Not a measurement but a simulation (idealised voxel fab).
A process module follows: voxel quadruple lines.
295 nm wide, 5 nm square cells: that's cross-section cut.
Throughout this document, each cross-section is represented as a grid of square cells and is presented as a sequence of bands enumerated from the top downward, where a band comprises one or more rows of cells.
Look at the band entry: it leads with the top's height and the bottom's height in nm. Then it lists the materials left to right, with a width in nm for each. The word "everywhere" on a single material says that material fills the band edge to edge. The word "blank" is empty space.
Heights are measured from 0, the level below which the as-received wafer is all one material; the lowest band has no bottom and continues downward, written as in "z 0 and below".
You'd read "30->40" like this: the band's top row of cells is as wide as the first number, its bottom row is as wide as the second, and going down, every row changes width by the same amount as the row before did.
Take "same as before" at face value: in the step it is given for, the cross-section changed in none of its cells.
The label "Enclosed internal voids" introduces a list of the empty spaces, 8 cells or larger, that have no open way up to the top; each entry in it reads width x height at distance, where the distance is taken from the left edge and all three are stated in nm.
The remark found on a step's line after its settings is issued by the simulator itself and pertains to that step.
overlay nm: mask offset rightward from planned place, masked step; negative means leftward offset.

This section lists the process steps that were planned
| 1 | RECEIVE,material Si |
| 2 | CONFORMAL_DEP,material Al2O3,thk nm 5 |
| 3 | DIRECTIONAL_DEP,material TiN,thk nm 15 |
| 4 | DIRECTIONAL_DEP,material polySi,thk nm 20 |
| 5 | DIRECTIONAL_DEP,material aC,thk nm 20 |
| 6 | PATTERN,tone cover,mask id MANDREL,material resist,width nm 30,thk nm 30,overlay nm 0 |
| 7 | DIRECTIONAL_ETCH,etch materials aC,depth nm 20 |
| 8 | STRIP,etch materials resist |
| 9 | CONFORMAL_DEP,material SiO2,thk nm 5 |
| 10 | DIRECTIONAL_ETCH,etch materials SiO2,depth nm 10 |
| 11 | STRIP,etch materials aC |
| 12 | DIRECTIONAL_ETCH,etch materials polySi,depth nm 20 |
| 13 | STRIP,etch materials SiO2 |
| 14 | CONFORMAL_DEP,material SiCN,thk nm 10 |
| 15 | DIRECTIONAL_ETCH,etch materials SiCN,depth nm 10 |
| 16 | STRIP,etch materials polySi |
| 17 | DIRECTIONAL_ETCH,etch materials TiN,depth nm 15 |
| 18 | STRIP,etch materials SiCN |
It is noted that the wafers described herein are identical at the outset and are distinguished by the thk nm of step 9; the value stated in the plan corresponds to the first wafer.

Received wafers, first of several: cross-section after step 1
  z 0 and below  Si everywhere
  Enclosed internal voids: none

First of several wafers, sectioned at end of module (last step: step 18)
  z 20 to 5  blank 115, then TiN 10, then blank 5, then TiN 10, then blank 10, then TiN 10, then blank 5, then TiN 10, then blank 120
  z 5 to 0  Al2O3 everywhere
  z 0 and below  Si everywhere
  Enclosed internal voids: none

End of module: cross-section, last of several wafers
  z 5 to 0  Al2O3 everywhere
  z 0 and below  Si everywhere
  Enclosed internal voids: none

Basically each wafer gets a line in the table, showing it at the end of the module: material by material, the cells it gained (+) or lost (-) since we got it, then its closed voids
thk nm 5; +59 Al2O3; +24 TiN; Enclosed internal voids: none
thk nm 10; +59 Al2O3; +24 TiN; Enclosed internal voids: none
thk nm 15; +59 Al2O3; Enclosed internal voids: none
thk nm 20; +59 Al2O3; Enclosed internal voids: none
thk nm 25; +59 Al2O3; Enclosed internal voids: none
